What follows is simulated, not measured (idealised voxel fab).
The document below concerns the process module designated voxel lift off.
The cross-section shown here is cut; it is 175 nm wide and divided into square cells measuring 5 nm on a side.
Throughout this document, each cross-section is represented as a grid of square cells and is presented as a sequence of bands enumerated from the top downward, where a band comprises one or more rows of cells. Basically the band line says how high the top is and how high the bottom is, in nm, and then what's in it from left to right, every material with its width in nm. Empty space shows up as "empty", and if a single material carries "all across" it runs the full band edge to edge. Convention: height 0 is the level below which the wafer, as received, is all one material. The lowest band does not terminate at the bottom but continues downward, represented as "top 0, no bottom". Note: "30->40" means the width goes from the first number (top row of the band) to the second number (bottom row) in equal steps per row of cells. Given "changes: none" for a step, no cell of the cross-section differs between before and after that step. In the "Fully closed voids" entry, you get each enclosed empty space of 8 cells or more, one with no open way to the top, written width x height at distance, distance from the left edge, in nm. Whatever follows a step's settings on its line is a remark the simulator itself makes about that step. overlay nm: right-of-plan distance of the mask on a masked step; negative values mean left-of-plan.

# Below is the list of planned process steps
step 1: RECEIVE | material Si
step 2: CONFORMAL_DEP | material SiO2 | thk nm 5
step 3: PATTERN | tone open | mask id LINES | material resist | width nm 15 | pitch nm 40 | thk nm 20 | overlay nm 0
step 4: DIRECTIONAL_DEP | material Ru | thk nm 5
step 5: STRIP | etch materials resist
step 6: CONFORMAL_DEP | material SiO2 | thk nm 10

# The first of two wafers, run as planned

# Cross-section of the wafer at receipt, which is the condition after step 1
* top 0, no bottom  Si all across
* Fully closed voids: none

# after step 2
* top 5, bottom 0  SiO2 all across
* Anything lower than 0 is untouched.

# after step 3
* top 25, bottom 5  resist 20 nm / empty 15 nm / resist 25 nm / empty 15 nm / resist 25 nm / empty 15 nm / resist 25 nm / empty 15 nm / resist 20 nm
* Anything lower than 5 is untouched.

# after step 4
* top 30, bottom 25  Ru 20 nm / empty 15 nm / Ru 25 nm / empty 15 nm / Ru 25 nm / empty 15 nm / Ru 25 nm / empty 15 nm / Ru 20 nm
* top 25, bottom 10  resist 20 nm / empty 15 nm / resist 25 nm / empty 15 nm / resist 25 nm / empty 15 nm / resist 25 nm / empty 15 nm / resist 20 nm
* top 10, bottom 5  resist 20 nm / Ru 15 nm / resist 25 nm / Ru 15 nm / resist 25 nm / Ru 15 nm / resist 25 nm / Ru 15 nm / resist 20 nm
* Anything lower than 5 is untouched.

# after step 5
* top 10, bottom 5  empty 20 nm / Ru 15 nm / empty 25 nm / Ru 15 nm / empty 25 nm / Ru 15 nm / empty 25 nm / Ru 15 nm / empty 20 nm
* Anything lower than 5 is untouched.

# after step 6
* top 20, bottom 15  empty 10 nm / SiO2 35 nm / empty 5 nm / SiO2 35 nm / empty 5 nm / SiO2 35 nm / empty 5 nm / SiO2 35 nm / empty 10 nm
* top 15, bottom 10  SiO2 all across
* top 10, bottom 5  SiO2 20 nm / Ru 15 nm / SiO2 25 nm / Ru 15 nm / SiO2 25 nm / Ru 15 nm / SiO2 25 nm / Ru 15 nm / SiO2 20 nm
* Anything lower than 5 is untouched.

# The second wafer began exactly as the first did and followed the same plan, but one mistake was made while running it; through step 1 inclusive, the two wafers are identical

# Cross-section of the second wafer when, according to plan, step 2 should have finished
* top 15, bottom 0  SiO2 all across
* Anything lower than 0 is untouched.

# Cross-section of the second wafer when, according to plan, step 3 should have finished
* top 35, bottom 15  resist 20 nm / empty 15 nm / resist 25 nm / empty 15 nm / resist 25 nm / empty 15 nm / resist 25 nm / empty 15 nm / resist 20 nm
* Anything lower than 15 is untouched.

# Cross-section of the second wafer when, according to plan, step 4 should have finished
* top 40, bottom 35  Ru 20 nm / empty 15 nm / Ru 25 nm / empty 15 nm / Ru 25 nm / empty 15 nm / Ru 25 nm / empty 15 nm / Ru 20 nm
* top 35, bottom 20  resist 20 nm / empty 15 nm / resist 25 nm / empty 15 nm / resist 25 nm / empty 15 nm / resist 25 nm / empty 15 nm / resist 20 nm
* top 20, bottom 15  resist 20 nm / Ru 15 nm / resist 25 nm / Ru 15 nm / resist 25 nm / Ru 15 nm / resist 25 nm / Ru 15 nm / resist 20 nm
* Anything lower than 15 is untouched.

# Cross-section of the second wafer when, according to plan, step 5 should have finished
* top 20, bottom 15  empty 20 nm / Ru 15 nm / empty 25 nm / Ru 15 nm / empty 25 nm / Ru 15 nm / empty 25 nm / Ru 15 nm / empty 20 nm
* Anything lower than 15 is untouched.

# Cross-section of the second wafer when, according to plan, step 6 should have finished
* top 30, bottom 25  empty 10 nm / SiO2 35 nm / empty 5 nm / SiO2 35 nm / empty 5 nm / SiO2 35 nm / empty 5 nm / SiO2 35 nm / empty 10 nm
* top 25, bottom 20  SiO2 all across
* top 20, bottom 15  SiO2 20 nm / Ru 15 nm / SiO2 25 nm / Ru 15 nm / SiO2 25 nm / Ru 15 nm / SiO2 25 nm / Ru 15 nm / SiO2 20 nm
* Anything lower than 15 is untouched.
Want to know what went wrong? off-plan run, step 2, actual operation and settings CONFORMAL_DEP | material SiO2 | thk nm 15
at the end the second wafer has, in cells: SiO2: 70 more
